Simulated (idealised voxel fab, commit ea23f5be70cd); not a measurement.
The following process module bears the name voxel released beams.
FYI the section here is cut, 240 nm wide, cells are 5 nm squares.
If you're reading a cross-section in this doc, picture square cells in a grid; it comes to you as bands, top ones listed first down to the bottom, and a band can be one or more rows of cells. Top, bottom (nm), then materials left to right with widths (nm); lone material tagged "all across" fills the whole band edge to edge; "air" = empty space. Height 0 is the level under which the wafer as received is all one material. The lowest band goes on downwards, as in "0 -> down". A two-number width, for instance "30->40", indicates that the width is equal to the first number in the top row of the band and to the second number in the bottom row, and that it changes by a constant amount per row of cells. Given "all unchanged" for a step, no cell of the cross-section differs between before and after that step. You'll see "Closed cavity list" listing empty spaces that have no way open to the top, as long as they're 8 cells or more; the notation is width x height at distance, where the distance is from the left edge, and all of it is in nm. Read whatever lies past the settings on a step's line as the simulator's own remark about the step. "overlay nm" on a masked step: distance the mask lay right of its planned place, negative for left.

List of planned process steps:
- 1: RECEIVE: material Si
- 2: CONFORMAL_DEP: material Al2O3, thk nm 5
- 3: DIRECTIONAL_DEP: material SiO2, thk nm 20
- 4: DIRECTIONAL_DEP: material aC, thk nm 15
- 5: PATTERN: tone open, mask id ANCHOR, material resist, width nm 45, thk nm 35, overlay nm 0
- 6: DIRECTIONAL_ETCH: etch materials aC, depth nm 15
- 7: STRIP: etch materials resist
- 8: DIRECTIONAL_ETCH: etch materials SiO2, depth nm 20
- 9: STRIP: etch materials aC
- 10: CONFORMAL_DEP: material polySi, thk nm 15
- 11: MASKED_ETCH: tone cover, mask id BEAM, width nm 100, etch materials polySi, depth nm 15, overlay nm -15
- 12: STRIP: etch materials SiO2
Split variable: overlay nm, step 11. Plan value = first wafer. Wafers start alike.

Cross-sectional view of the first of several wafers in the as-received condition, corresponding to the state following step 1:
0 -> down: Si all across
Closed cavity list: none

Post step 12, the closing step of the module: first of several wafers, cross-sectioned:
40 -> 25: air 50 nm | polySi 35 nm | air 15 nm | polySi 50 nm | air 90 nm
25 -> 20: air 70 nm | polySi 15 nm | air 15 nm | polySi 15 nm | air 125 nm
20 -> 5: air 70 nm | polySi 45 nm | air 125 nm
5 -> 0: Al2O3 all across
0 -> down: Si all across
Closed cavity list: none

End of module: cross-section, last of several wafers:
40 -> 25: air 80 nm | polySi 5 nm | air 15 nm | polySi 80 nm | air 60 nm
25 -> 20: air 70 nm | polySi 15 nm | air 15 nm | polySi 15 nm | air 125 nm
20 -> 5: air 70 nm | polySi 45 nm | air 125 nm
5 -> 0: Al2O3 all across
0 -> down: Si all across
Closed cavity list: none

Rows = wafers. At module end, each row lists per material the cells gained (+) or lost (-) since the wafer was received, then the closed voids:
overlay nm -15 | +48 Al2O3 | +84 polySi | Closed cavity list: none
overlay nm -10 | +48 Al2O3 | +84 polySi | Closed cavity list: none
overlay nm -5 | +48 Al2O3 | +84 polySi | Closed cavity list: none
overlay nm 0 | +48 Al2O3 | +84 polySi | Closed cavity list: none
overlay nm 5 | +48 Al2O3 | +84 polySi | Closed cavity list: none
overlay nm 10 | +48 Al2O3 | +84 polySi | Closed cavity list: none
overlay nm 15 | +48 Al2O3 | +84 polySi | Closed cavity list: none
